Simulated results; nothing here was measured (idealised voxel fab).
The process module presented herein is designated voxel wiring stack.
Shown is cross-section cut, with a width of 255 nm and square cells of size 5 nm.
Cross-sections here: square-cell grids, written as top-down lists of bands, a band being one or more rows of cells.
What a band's entry tells you: where the top is and where the bottom is, as heights in nm, and after that what lies inside, material by material from left to right, each with its width in nm. Empty space is written as the word "empty", and a single material marked with the word "everywhere" occupies the band from edge to edge.
Height reference: 0 = level under which incoming wafer is all one material. Lowest band: no bottom, runs on downward, e.g. "z 0 and below".
So if you see something like "30 to 40" for the width, read it as the top row of the band sitting at the first number and the bottom row at the second, with every row in between moving by the same amount as the last.
"nothing different", as given for a step, is the statement that not any cell of the cross-section underwent a change during that step.
"Fully closed voids" enumerates empty spaces isolated from the top, with no open way to it, that contain at least 8 cells, giving each as width x height at distance from the left edge, all three in nm.
On a step's line, text after the settings is the simulator commenting on that step.
overlay nm, on a step with a mask: how far to the right of its planned place the mask lay; to the left if negative
Process steps (planned)
- 1: RECEIVE: material Si
- 2: CONFORMAL_DEP: material SiO2, thk nm 10
- 3: CONFORMAL_DEP: material SiCN, thk nm 5
- 4: DIRECTIONAL_DEP: material SiO2, thk nm 20
- 5: DIRECTIONAL_DEP: material aC, thk nm 10
- 6: PATTERN: tone open, mask id METAL_1, material resist, width nm 30, pitch nm 55, thk nm 30, overlay nm 0
- 7: DIRECTIONAL_ETCH: etch materials aC, depth nm 10
- 8: STRIP: etch materials resist
- 9: DIRECTIONAL_ETCH: etch materials SiO2, depth nm 20
- 10: DIRECTIONAL_ETCH: etch materials SiCN, depth nm 5
- 11: STRIP: etch materials aC
- 12: CONFORMAL_DEP: material TiN, thk nm 5
- 13: FILL_DEP: material Ru, thk nm 10
- 14: CMP: height nm 35
- 15: CONFORMAL_DEP: material SiCN, thk nm 5
- 16: DIRECTIONAL_DEP: material lowk, thk nm 20
- 17: DIRECTIONAL_DEP: material aC, thk nm 15
- 18: PATTERN: tone open, mask id PLUG_1, material resist, width nm 15, thk nm 35, overlay nm 0
- 19: DIRECTIONAL_ETCH: etch materials aC, depth nm 15
- 20: STRIP: etch materials resist
- 21: DIRECTIONAL_ETCH: etch materials lowk, depth nm 20
- 22: DIRECTIONAL_ETCH: etch materials SiCN, depth nm 5
- 23: STRIP: etch materials aC
- 24: CONFORMAL_DEP: material TiN, thk nm 5
- 25: FILL_DEP: material Cu, thk nm 10
- 26: CMP: height nm 60
- 27: CONFORMAL_DEP: material SiN, thk nm 5
- 28: DIRECTIONAL_DEP: material SiO2, thk nm 25
- 29: MASKED_ETCH: tone open, mask id METAL_2, width nm 30, pitch nm 55, etch materials SiO2, depth nm 25, overlay nm 0
- 30: MASKED_ETCH: tone open, mask id METAL_2, width nm 30, pitch nm 55, etch materials SiN, depth nm 5, overlay nm 0
- 31: CONFORMAL_DEP: material TiN, thk nm 5
- 32: FILL_DEP: material Ru, thk nm 5
- 33: CMP: height nm 90
- 34: CONFORMAL_DEP: material SiN, thk nm 5
Cross-section of the wafer as it came to us, i.e., already through step 1
> z 0 and below = Si everywhere
> Fully closed voids: none
Run as planned - first of the two wafers cross-sectioned at the end of the module
> z 95 to 90 = SiN everywhere
> z 90 to 65 = SiO2 85  TiN 5  Ru 20  TiN 5  SiO2 25  TiN 5  Ru 20  TiN 5  SiO2 85
> z 65 to 60 = SiN 85  TiN 30  SiN 25  TiN 30  SiN 85
> z 60 to 40 = lowk 85  TiN 5  Cu 5  TiN 5  lowk 155
> z 40 to 35 = SiCN 85  TiN 15  SiCN 155
> z 35 to 15 = SiO2 85  TiN 5  Ru 20  TiN 5  SiO2 25  TiN 5  Ru 20  TiN 5  SiO2 85
> z 15 to 10 = SiCN 85  TiN 30  SiCN 25  TiN 30  SiCN 85
> z 10 to 0 = SiO2 everywhere
> z 0 and below = Si everywhere
> Fully closed voids: none
second wafer at the end: like start, like plan, one mistake
> z 95 to 90 = SiN everywhere
> z 90 to 70 = SiO2 85  TiN 5  Ru 20  TiN 5  SiO2 25  TiN 5  Ru 20  TiN 5  SiO2 85
> z 70 to 65 = SiO2 85  TiN 10  Ru 10  TiN 10  SiO2 25  TiN 10  Ru 10  TiN 10  SiO2 85
> z 65 to 60 = SiN 90  TiN 20  SiN 35  TiN 20  SiN 90
> z 60 to 40 = lowk 85  TiN 5  Cu 5  TiN 5  lowk 155
> z 40 to 35 = SiCN 85  TiN 15  SiCN 155
> z 35 to 15 = SiO2 85  TiN 5  Ru 20  TiN 5  SiO2 25  TiN 5  Ru 20  TiN 5  SiO2 85
> z 15 to 10 = SiCN 85  TiN 30  SiCN 25  TiN 30  SiCN 85
> z 10 to 0 = SiO2 everywhere
> z 0 and below = Si everywhere
> Fully closed voids: none
Deviation noted in wafer processing: step 30 did not use the planned setting and instead ran as MASKED_ETCH: tone open, mask id METAL_2, width nm 20, pitch nm 55, etch materials SiN, depth nm 5, overlay nm 0
Wafer comparison, final, in cells, second relative to first, materials more or fewer: Ru: 4 fewer; SiN: 4 more
